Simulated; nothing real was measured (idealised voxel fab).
Module name: voxel transistor to metal (process module)
This is section cut - it's 300 nm across, gridded in 5 nm square cells.
In this document a cross-section is written as a grid of square cells. It is given as a series of bands, listed from the top down, and a band is one or more rows of cells.
Top, bottom (nm), then materials left to right with widths (nm); lone material tagged "all across" fills the whole band edge to edge; "blank" = empty space.
Beneath 0, the wafer as received is one material, and that level is where height counting begins. The lowest band goes on downward without a bottom; it is written like "0 down".
The two numbers in a width such as "30->40" mark its ends across the band: the first belongs to the top row of cells, the second to the bottom row, and from each row to the next the width moves by the same amount.
Step marked "everything unchanged"? Then no cell in the cross-section changed in it.
What "Enclosed voids" gives you is every empty space of 8 cells or more that is cut off from the top. Each appears as width x height at distance, with the distance taken from the left edge and width, height and distance all in nm.
The remark found on a step's line after its settings is issued by the simulator itself and pertains to that step.
For masked steps, "overlay nm" on the step line gives how far right of plan the mask actually lay; a minus sign means it lay to the left.

The steps planned for the process are as follows:
- 1: RECEIVE | material Si
- 2: OXIDIZE | depth nm 5
- 3: CONFORMAL_DEP | material SiN | thk nm 10
- 4: MASKED_ETCH | tone cover | mask id ACTIVE | width nm 105 | pitch nm 130 | etch materials SiN | depth nm 10 | overlay nm 0
- 5: MASKED_ETCH | tone cover | mask id ACTIVE | width nm 105 | pitch nm 130 | etch materials SiO2 | depth nm 5 | overlay nm 0
- 6: MASKED_ETCH | tone cover | mask id ACTIVE | width nm 105 | pitch nm 130 | etch materials Si | depth nm 30 | overlay nm 0
- 7: FILL_DEP | material SiO2 | thk nm 15
- 8: CMP | height nm 10
- 9: SELECTIVE_ETCH | etch materials SiO2 | depth nm 5
- 10: STRIP | etch materials SiN
- 11: SELECTIVE_ETCH | etch materials SiO2 | depth nm 5
- 12: OXIDIZE | depth nm 5
- 13: DIRECTIONAL_DEP | material polySi | thk nm 30
- 14: DIRECTIONAL_DEP | material SiCN | thk nm 15
- 15: MASKED_ETCH | tone cover | mask id GATE | width nm 15 | pitch nm 130 | etch materials SiCN | depth nm 25 | overlay nm 0
- 16: MASKED_ETCH | tone cover | mask id GATE | width nm 15 | pitch nm 130 | etch materials polySi | depth nm 40 | overlay nm 0
- 17: CONFORMAL_DEP | material SiN | thk nm 10
- 18: DIRECTIONAL_ETCH | etch materials SiN | depth nm 10
- 19: DIRECTIONAL_ETCH | etch materials SiO2 | depth nm 5
- 20: EPI | material SiGe | thk nm 5
- 21: FILL_DEP | material SiO2 | thk nm 5
- 22: CMP | height nm 40
- 23: DIRECTIONAL_DEP | material SiO2 | thk nm 10
- 24: DIRECTIONAL_DEP | material aC | thk nm 10
- 25: PATTERN | tone open | mask id CONTACT | material resist | width nm 30 | thk nm 25 | overlay nm 0
- 26: DIRECTIONAL_ETCH | etch materials aC | depth nm 10
- 27: STRIP | etch materials resist
- 28: DIRECTIONAL_ETCH | etch materials SiO2 | depth nm 55
- 29: STRIP | etch materials aC
- 30: CONFORMAL_DEP | material TiN | thk nm 5
- 31: FILL_DEP | material W | thk nm 5
- 32: CMP | height nm 50
- 33: CONFORMAL_DEP | material SiN | thk nm 5
- 34: DIRECTIONAL_DEP | material lowk | thk nm 25
- 35: DIRECTIONAL_DEP | material aC | thk nm 15
- 36: PATTERN | tone open | mask id METAL_1 | material resist | width nm 20 | pitch nm 65 | thk nm 35 | overlay nm 0
- 37: DIRECTIONAL_ETCH | etch materials aC | depth nm 15
- 38: STRIP | etch materials resist
- 39: DIRECTIONAL_ETCH | etch materials lowk | depth nm 25
- 40: DIRECTIONAL_ETCH | etch materials SiN | depth nm 5
- 41: STRIP | etch materials aC
- 42: CONFORMAL_DEP | material TiN | thk nm 5
- 43: FILL_DEP | material Ru | thk nm 10
- 44: CMP | height nm 80
- 45: EPI | material Ru | thk nm 5
- 46: FILL_DEP | material SiCN | thk nm 5
The wafers are alike at the start. At step 30, their thk nm differs. The plan lists the first wafer's value.

The first of several wafers as received, shown in cross-section; this is its state after step 1:
  0 down: Si all across
  Enclosed voids: none

Post step 46, the closing step of the module: first of several wafers, cross-sectioned:
  90 to 85: SiCN all across
  85 to 80: SiCN (35) / Ru (30) / SiCN (35) / Ru (30) / SiCN (35) / Ru (30) / SiCN (35) / Ru (30) / SiCN (40)
  80 to 55: lowk (40) / TiN (5) / Ru (10) / TiN (5) / lowk (45) / TiN (5) / Ru (10) / TiN (5) / lowk (45) / TiN (5) / Ru (10) / TiN (5) / lowk (45) / TiN (5) / Ru (10) / TiN (5) / lowk (45)
  55 to 50: SiN (40) / TiN (20) / SiN (45) / TiN (20) / SiN (45) / TiN (20) / SiN (45) / TiN (20) / SiN (45)
  50 to 40: SiO2 (40) / TiN (5) / W (20->15) / TiN (5->10) / SiO2 (25) / TiN (5->10) / W (20->15) / TiN (5) / SiO2 (45) / TiN (5) / W (20->15) / TiN (5->10) / SiO2 (25) / TiN (5->10) / W (20->15) / TiN (5) / SiO2 (45)
  40 to 25: SiO2 (40) / TiN (5) / W (15) / TiN (5) / SiN (10) / SiCN (15) / SiN (10) / TiN (5) / W (15) / TiN (5) / SiO2 (45) / TiN (5) / W (15) / TiN (5) / SiN (10) / SiCN (15) / SiN (10) / TiN (5) / W (15) / TiN (5) / SiO2 (45)
  25 to 0: SiO2 (40) / TiN (5) / W (15) / TiN (5) / SiN (10) / polySi (15) / SiN (10) / TiN (5) / W (15) / TiN (5) / SiO2 (45) / TiN (5) / W (15) / TiN (5) / SiN (10) / polySi (15) / SiN (10) / TiN (5) / W (15) / TiN (5) / SiO2 (45)
  0 to -5: SiO2 (25) / SiN (10) / SiO2 (5) / TiN (25) / SiN (10) / polySi (15) / SiN (10) / TiN (25) / SiO2 (5) / SiN (10) / SiO2 (15) / SiN (10) / SiO2 (5) / TiN (25) / SiN (10) / polySi (15) / SiN (10) / TiN (25) / SiO2 (5) / SiN (10) / SiO2 (30)
  -5 to -10: SiO2 (35) / SiGe (30) / SiO2 (35) / SiGe (30) / SiO2 (35) / SiGe (30) / SiO2 (35) / SiGe (30) / SiO2 (40)
  -10 to -35: SiO2 (30) / Si (105) / SiO2 (25) / Si (105) / SiO2 (35)
  -35 down: Si all across
  Enclosed voids: none

Cross-section of the last wafer at end of module:
  90 to 85: SiCN all across
  85 to 80: SiCN (35) / Ru (30) / SiCN (35) / Ru (30) / SiCN (35) / Ru (30) / SiCN (35) / Ru (30) / SiCN (40)
  80 to 55: lowk (40) / TiN (5) / Ru (10) / TiN (5) / lowk (45) / TiN (5) / Ru (10) / TiN (5) / lowk (45) / TiN (5) / Ru (10) / TiN (5) / lowk (45) / TiN (5) / Ru (10) / TiN (5) / lowk (45)
  55 to 50: SiN (40) / TiN (20) / SiN (45) / TiN (20) / SiN (45) / TiN (20) / SiN (45) / TiN (20) / SiN (45)
  50 to 40: SiO2 (40) / TiN (30) / SiO2 (25) / TiN (30) / SiO2 (45) / TiN (30) / SiO2 (25) / TiN (30) / SiO2 (45)
  40 to 25: SiO2 (40) / TiN (25) / SiN (10) / SiCN (15) / SiN (10) / TiN (25) / SiO2 (45) / TiN (25) / SiN (10) / SiCN (15) / SiN (10) / TiN (25) / SiO2 (45)
  25 to 0: SiO2 (40) / TiN (25) / SiN (10) / polySi (15) / SiN (10) / TiN (25) / SiO2 (45) / TiN (25) / SiN (10) / polySi (15) / SiN (10) / TiN (25) / SiO2 (45)
  0 to -5: SiO2 (25) / SiN (10) / SiO2 (5) / TiN (25) / SiN (10) / polySi (15) / SiN (10) / TiN (25) / SiO2 (5) / SiN (10) / SiO2 (15) / SiN (10) / SiO2 (5) / TiN (25) / SiN (10) / polySi (15) / SiN (10) / TiN (25) / SiO2 (5) / SiN (10) / SiO2 (30)
  -5 to -10: SiO2 (35) / SiGe (30) / SiO2 (35) / SiGe (30) / SiO2 (35) / SiGe (30) / SiO2 (35) / SiGe (30) / SiO2 (40)
  -10 to -35: SiO2 (30) / Si (105) / SiO2 (25) / Si (105) / SiO2 (35)
  -35 down: Si all across
  Enclosed voids: none

End of module, by wafer: material-by-material cell gain (+) or loss (-) since receipt, then closed voids:
thk nm 5 | +64 Ru | -210 Si | +114 SiCN | +24 SiGe | +124 SiN | +424 SiO2 | +160 TiN | +124 W | +220 lowk | +36 polySi | Enclosed voids: none
thk nm 10 | +64 Ru | -210 Si | +114 SiCN | +24 SiGe | +124 SiN | +424 SiO2 | +248 TiN | +36 W | +220 lowk | +36 polySi | Enclosed voids: none
thk nm 15 | +64 Ru | -210 Si | +114 SiCN | +24 SiGe | +124 SiN | +424 SiO2 | +284 TiN | +220 lowk | +36 polySi | Enclosed voids: none
thk nm 20 | +64 Ru | -210 Si | +114 SiCN | +24 SiGe | +124 SiN | +424 SiO2 | +284 TiN | +220 lowk | +36 polySi | Enclosed voids: none
